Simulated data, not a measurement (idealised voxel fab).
Proc. module: voxel self aligned contacts
Pictured: cross-section cut, 255 nm wide, on a grid of 5 nm square cells.
Think of the cross-section as a grid of square cells. We describe it in bands, top to bottom, and each band covers one or more rows of those cells.
Read a band's entry like this: the first values are the height of its top and the height of its bottom in nm, and what follows is the sequence of materials from left to right, each with its width in nm. Note that "blank" is empty space, and that a single material marked "everywhere" reaches across the band from edge to edge.
Convention: height 0 is the level below which the wafer, as received, is all one material. The lowest band does not terminate at the bottom but continues downward, represented as "top 0, no bottom".
The two numbers in a width such as "30..40" mark its ends across the band: the first belongs to the top row of cells, the second to the bottom row, and from each row to the next the width moves by the same amount.
"left unchanged" -> step changed no cross-section cell.
You'll see "Completely sealed voids" listing empty spaces that have no way open to the top, as long as they're 8 cells or more; the notation is width x height at distance, where the distance is from the left edge, and all of it is in nm.
Text after the settings on a step's line: the simulator's own remark on that step.
overlay nm: how far to the right of its planned place the mask lay on this masked step (negative: to the left).
Process steps - plan
1 RECEIVE with material Si
2 CONFORMAL_DEP with material SiO2, thk nm 5
3 DIRECTIONAL_DEP with material polySi, thk nm 25
4 DIRECTIONAL_DEP with material SiN, thk nm 25
5 MASKED_ETCH with tone cover, mask id GATE, width nm 30, pitch nm 70, etch materials SiN, depth nm 25, overlay nm 0
6 MASKED_ETCH with tone cover, mask id GATE, width nm 30, pitch nm 70, etch materials polySi, depth nm 25, overlay nm 0
7 CONFORMAL_DEP with material SiN, thk nm 10
8 DIRECTIONAL_ETCH with etch materials SiN, depth nm 10
9 FILL_DEP with material SiO2, thk nm 10
10 CMP with height nm 60
11 DIRECTIONAL_DEP with material aC, thk nm 15
12 PATTERN with tone open, mask id CONTACT, material resist, width nm 50, thk nm 30, overlay nm 0
13 DIRECTIONAL_ETCH with etch materials aC, depth nm 15
14 STRIP with etch materials resist
15 DIRECTIONAL_ETCH with etch materials SiO2, depth nm 60
16 STRIP with etch materials aC
17 CONFORMAL_DEP with material TiN, thk nm 5
18 FILL_DEP with material Ru, thk nm 5
19 CMP with height nm 60
20 CONFORMAL_DEP with material SiCN, thk nm 5
Step 1 complete: cross-section of the wafer as received
  top 0, no bottom  Si everywhere
  Completely sealed voids: none
End state of the module in cross-section, given the above starting point and plan and one mistake in execution
  top 65, bottom 60  SiCN everywhere
  top 60, bottom 55  SiO2: 100  TiN: 20  Ru: 10  TiN: 20  SiO2: 105
  top 55, bottom 30  SiO2: 65  SiN: 50  TiN: 5  Ru: 10  TiN: 5  SiN: 50  SiO2: 70
  top 30, bottom 10  SiO2: 65  SiN: 10  polySi: 30  SiN: 10  TiN: 5  Ru: 10  TiN: 5  SiN: 10  polySi: 30  SiN: 10  SiO2: 70
  top 10, bottom 5  SiO2: 65  SiN: 10  polySi: 30  SiN: 10  TiN: 20  SiN: 10  polySi: 30  SiN: 10  SiO2: 70
  top 5, bottom 0  SiN everywhere
  top 0, no bottom  Si everywhere
  Completely sealed voids: none
What went wrong in running the wafer? step 2 was run on a setting that differed from the plan, and what really ran there is CONFORMAL_DEP with material SiN, thk nm 5
